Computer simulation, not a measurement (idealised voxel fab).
process module | voxel self aligned contacts
cross-section cut | 300 nm wide | cells 5 nm
A cross-section is a grid of square cells, given in bands from the top down. A band is one or more rows of cells.
Each band's line starts with the height of the band's top and of its bottom, in nm. Then come its materials from left to right, each with its width in nm. One material with "throughout" fills the band from edge to edge. "air" is empty space.
Height 0 is the level under which the wafer as received is all one material. The lowest band goes on downwards, as in "0 down".
A width such as "30 to 40" changes by the same amount from each row of cells to the next, from the band's top row to its bottom row.
"no change" after a step means that no cell of the cross-section changed.
closed voids: empty space of 8 cells or more with no open way to the top, each as width x height at its distance from the left edge, in nm
after a step's settings: what the simulator itself notes on the step
overlay nm, on a step with a mask: how far to the right of its planned place the mask lay; to the left if negative
plan
1 op RECEIVE | material Si
2 op CONFORMAL_DEP | material SiO2 | thk nm 5
3 op DIRECTIONAL_DEP | material polySi | thk nm 25
4 op DIRECTIONAL_DEP | material SiN | thk nm 20
5 op DIRECTIONAL_DEP | material aC | thk nm 10
6 op PATTERN | tone cover | mask id GATE | material resist | width nm 25 | pitch nm 55 | thk nm 30 | overlay nm 0
7 op DIRECTIONAL_ETCH | etch materials aC | depth nm 10
8 op STRIP | etch materials resist
9 op DIRECTIONAL_ETCH | etch materials SiN | depth nm 20
10 op DIRECTIONAL_ETCH | etch materials polySi | depth nm 25
11 op STRIP | etch materials aC
12 op CONFORMAL_DEP | material SiN | thk nm 5
13 op DIRECTIONAL_ETCH | etch materials SiN | depth nm 5
14 op FILL_DEP | material SiO2 | thk nm 10
15 op CMP | height nm 55
16 op MASKED_ETCH | tone open | mask id CONTACT | width nm 40 | pitch nm 55 | etch materials SiO2 | depth nm 55 | overlay nm 0
17 op CONFORMAL_DEP | material TiN | thk nm 5
18 op FILL_DEP | material W | thk nm 5
19 op CMP | height nm 55
20 op CONFORMAL_DEP | material SiCN | thk nm 5
as received, after step 1
  0 down: Si throughout
  closed voids: none
first wafer at the end, as planned
  60 to 55: SiCN throughout
  55 to 50: SiO2 100 | TiN 15 | W 10 | TiN 15 | SiO2 15 | TiN 15 | W 10 | TiN 15 | SiO2 105
  50 to 30: SiO2 75 | SiN 35 | TiN 5 | W 10 | TiN 5 | SiN 35 | TiN 5 | W 10 | TiN 5 | SiN 35 | SiO2 80
  30 to 5: SiO2 75 | SiN 5 | polySi 25 | SiN 5 | TiN 5 | W 10 | TiN 5 | SiN 5 | polySi 25 | SiN 5 | TiN 5 | W 10 | TiN 5 | SiN 5 | polySi 25 | SiN 5 | SiO2 80
  5 to 0: SiO2 110 | TiN 20 | SiO2 35 | TiN 20 | SiO2 115
  0 down: Si throughout
  closed voids: none
second wafer at the end: like start, like plan, one mistake
  60 to 55: SiCN throughout
  55 to 45: SiO2 100 | TiN 5 to 10 | W 30 to 20 | TiN 5 to 10 | SiO2 15 | TiN 5 to 10 | W 30 to 20 | TiN 5 to 10 | SiO2 105
  45 to 30: SiO2 80 | SiN 25 | TiN 5 | W 20 | TiN 5 | SiN 25 | TiN 5 | W 20 | TiN 5 | SiN 25 | SiO2 85
  30 to 5: SiO2 80 | polySi 25 | TiN 5 | W 20 | TiN 5 | polySi 25 | TiN 5 | W 20 | TiN 5 | polySi 25 | SiO2 85
  5 to 0: SiO2 105 | TiN 30 | SiO2 25 | TiN 30 | SiO2 110
  0 down: Si throughout
  closed voids: none
what went wrong: step 12 was left out
at the end the second wafer has, in cells: 69 fewer of SiN | 25 more of SiO2 | 44 more of W
